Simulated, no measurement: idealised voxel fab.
A process module follows: voxel transistor to metal.
Cross-section cut spans 205 nm and uses square cells 5 nm in size.
A cross-section is written here as square cells arranged in a grid, and it is given in bands from the top down, each band taking up one or more rows of cells. This entry defines a band. It first specifies the height of the band's top and the height of its bottom in nm, and then specifies the band's materials from left to right, stating each material with its width in nm. The word "full width" identifies a single material that fills the band from edge to edge, while the word "blank" identifies empty space. Below 0: as-received wafer, all one material; heights counted from there. Lowest band: no bottom, goes on down, written "from 0 down". Per-row width for "30 to 40": begins at first number (top row of band), ends at second number (bottom row), increment between rows held constant. What does "left unchanged" mean for a step? It means no cell of the cross-section changed in that step. "Internal closed voids" lists enclosed empty spaces (at least 8 cells, no open path upward to the top), each as width x height at distance from the left edge, in nm. Text after the settings on a step's line: the simulator's own remark on that step. "overlay nm", when on a step's line for a step with a mask, measures how far to the right of its planned place the mask lay; a negative measure means to the left.

## This section lists the process steps that were planned
step 1: RECEIVE | material Si
step 2: CONFORMAL_DEP | material SiO2 | thk nm 5
step 3: CONFORMAL_DEP | material SiN | thk nm 15
step 4: MASKED_ETCH | tone cover | mask id ACTIVE | width nm 90 | etch materials SiN | depth nm 15 | overlay nm 0
step 5: MASKED_ETCH | tone cover | mask id ACTIVE | width nm 90 | etch materials SiO2 | depth nm 5 | overlay nm 0
step 6: MASKED_ETCH | tone cover | mask id ACTIVE | width nm 90 | etch materials Si | depth nm 35 | overlay nm 0
step 7: OXIDIZE | depth nm 5
step 8: FILL_DEP | material SiO2 | thk nm 5
step 9: CMP | height nm 20
step 10: SELECTIVE_ETCH | etch materials SiO2 | depth nm 5
step 11: STRIP | etch materials SiN
step 12: SELECTIVE_ETCH | etch materials SiO2 | depth nm 5
step 13: OXIDIZE | depth nm 5
step 14: DIRECTIONAL_DEP | material polySi | thk nm 20
step 15: DIRECTIONAL_DEP | material SiCN | thk nm 10
step 16: DIRECTIONAL_DEP | material aC | thk nm 10
step 17: PATTERN | tone cover | mask id GATE | material resist | width nm 20 | thk nm 30 | overlay nm 0
step 18: DIRECTIONAL_ETCH | etch materials aC | depth nm 10
step 19: STRIP | etch materials resist
step 20: DIRECTIONAL_ETCH | etch materials SiCN | depth nm 20
step 21: DIRECTIONAL_ETCH | etch materials polySi | depth nm 30
step 22: STRIP | etch materials aC
step 23: CONFORMAL_DEP | material SiN | thk nm 10
step 24: DIRECTIONAL_ETCH | etch materials SiN | depth nm 10
step 25: DIRECTIONAL_ETCH | etch materials SiO2 | depth nm 5
step 26: DIRECTIONAL_ETCH | etch materials Si | depth nm 5
step 27: EPI | material pSi | thk nm 10
step 28: FILL_DEP | material SiO2 | thk nm 5
step 29: CMP | height nm 30
step 30: DIRECTIONAL_DEP | material SiO2 | thk nm 15
step 31: MASKED_ETCH | tone open | mask id CONTACT | width nm 15 | pitch nm 65 | etch materials SiO2 | depth nm 45 | overlay nm 0
step 32: CONFORMAL_DEP | material TiN | thk nm 5
step 33: FILL_DEP | material W | thk nm 10
step 34: CMP | height nm 45
step 35: CONFORMAL_DEP | material SiCN | thk nm 5
step 36: DIRECTIONAL_DEP | material lowk | thk nm 15
step 37: MASKED_ETCH | tone open | mask id METAL_1 | width nm 15 | pitch nm 65 | etch materials lowk | depth nm 15 | overlay nm 0
step 38: MASKED_ETCH | tone open | mask id METAL_1 | width nm 15 | pitch nm 65 | etch materials SiCN | depth nm 5 | overlay nm 0
step 39: CONFORMAL_DEP | material TiN | thk nm 5
step 40: FILL_DEP | material Ru | thk nm 10
step 41: CMP | height nm 65
step 42: CONFORMAL_DEP | material SiN | thk nm 5

## Step 1 complete: cross-section of the wafer as received
* from 0 down  Si full width
* Internal closed voids: none

## Post-module cross-section of the first of two wafers (run per plan)
* from 70 to 65  SiN full width
* from 65 to 50  lowk 60 / TiN 5 / Ru 5 / TiN 5 / lowk 50 / TiN 5 / Ru 5 / TiN 5 / lowk 65
* from 50 to 45  SiCN 60 / TiN 15 / SiCN 50 / TiN 15 / SiCN 65
* from 45 to 30  SiO2 60 / TiN 5 / W 5 / TiN 5 / SiO2 50 / TiN 5 / W 5 / TiN 5 / SiO2 65
* from 30 to 20  SiO2 60 / TiN 5 / W 5 / TiN 5 / SiO2 5 / SiN 10 / SiCN 20 / SiN 10 / SiO2 5 / TiN 5 / W 5 / TiN 5 / SiO2 65
* from 20 to 10  SiO2 60 / TiN 5 / W 5 / TiN 5 / SiO2 5 / SiN 10 / polySi 20 / SiN 10 / SiO2 5 / TiN 5 / W 5 / TiN 5 / SiO2 65
* from 10 to 5  SiO2 50 / SiN 10 / TiN 15 / SiO2 5 / SiN 10 / polySi 20 / SiN 10 / SiO2 5 / TiN 15 / SiN 10 / SiO2 55
* from 5 to 0  SiO2 50 / SiN 10 / TiN 10 / pSi 10 / SiN 10 / polySi 20 / SiN 10 / pSi 10 / TiN 10 / SiN 10 / SiO2 55
* from 0 to -5  SiO2 60 / pSi 20 / SiO2 40 / pSi 20 / SiO2 65
* from -5 to -10  SiO2 60 / pSi 20 / Si 40 / pSi 20 / SiO2 65
* from -10 to -40  SiO2 60 / Si 80 / SiO2 65
* from -40 down  Si full width
* Internal closed voids: none

## This cross-section belongs to the second wafer of two at the end of the module; the start and the plan were shared with the first, and the run included one mistake
* from 70 to 65  SiN full width
* from 65 to 50  lowk 60 / TiN 5 / Ru 5 / TiN 5 / lowk 50 / TiN 5 / Ru 5 / TiN 5 / lowk 65
* from 50 to 45  SiCN 60 / TiN 15 / SiCN 50 / TiN 15 / SiCN 65
* from 45 to 35  SiO2 70 / TiN 5 / W 5 / TiN 5 / SiO2 50 / TiN 5 / W 5 / TiN 5 / SiO2 55
* from 35 to 30  SiO2 70 / TiN 15 / SiO2 50 / TiN 5 / W 5 / TiN 5 / SiO2 55
* from 30 to 20  SiO2 70 / TiN 10 / SiN 10 / SiCN 20 / SiN 10 / SiO2 15 / TiN 5 / W 5 / TiN 5 / SiO2 55
* from 20 to 15  SiO2 70 / TiN 10 / SiN 10 / polySi 20 / SiN 10 / SiO2 15 / TiN 5 / W 5 / TiN 5 / SiO2 55
* from 15 to 10  SiO2 70 / TiN 10 / SiN 10 / polySi 20 / SiN 10 / SiO2 15 / TiN 15 / SiO2 55
* from 10 to 5  SiO2 50 / SiN 10 / SiO2 10 / TiN 10 / SiN 10 / polySi 20 / SiN 10 / SiO2 15 / TiN 5 / SiN 10 / SiO2 55
* from 5 to 0  SiO2 50 / SiN 10 / SiO2 10 / pSi 10 / SiN 10 / polySi 20 / SiN 10 / pSi 10 / SiO2 5 / TiN 5 / SiN 10 / SiO2 55
* from 0 to -5  SiO2 60 / pSi 20 / SiO2 40 / pSi 20 / SiO2 65
* from -5 to -10  SiO2 60 / pSi 20 / Si 40 / pSi 20 / SiO2 65
* from -10 to -40  SiO2 60 / Si 80 / SiO2 65
* from -40 down  Si full width
* Internal closed voids: none
Error vs. plan: contrary to plan, step 31 was performed as MASKED_ETCH | tone open | mask id CONTACT | width nm 15 | pitch nm 65 | etch materials SiO2 | depth nm 45 | overlay nm 10
It is noted that, at the conclusion of processing, the second wafer exhibits a higher or lower cell count for certain materials relative to the first: +10 SiO2, -4 TiN, -6 W
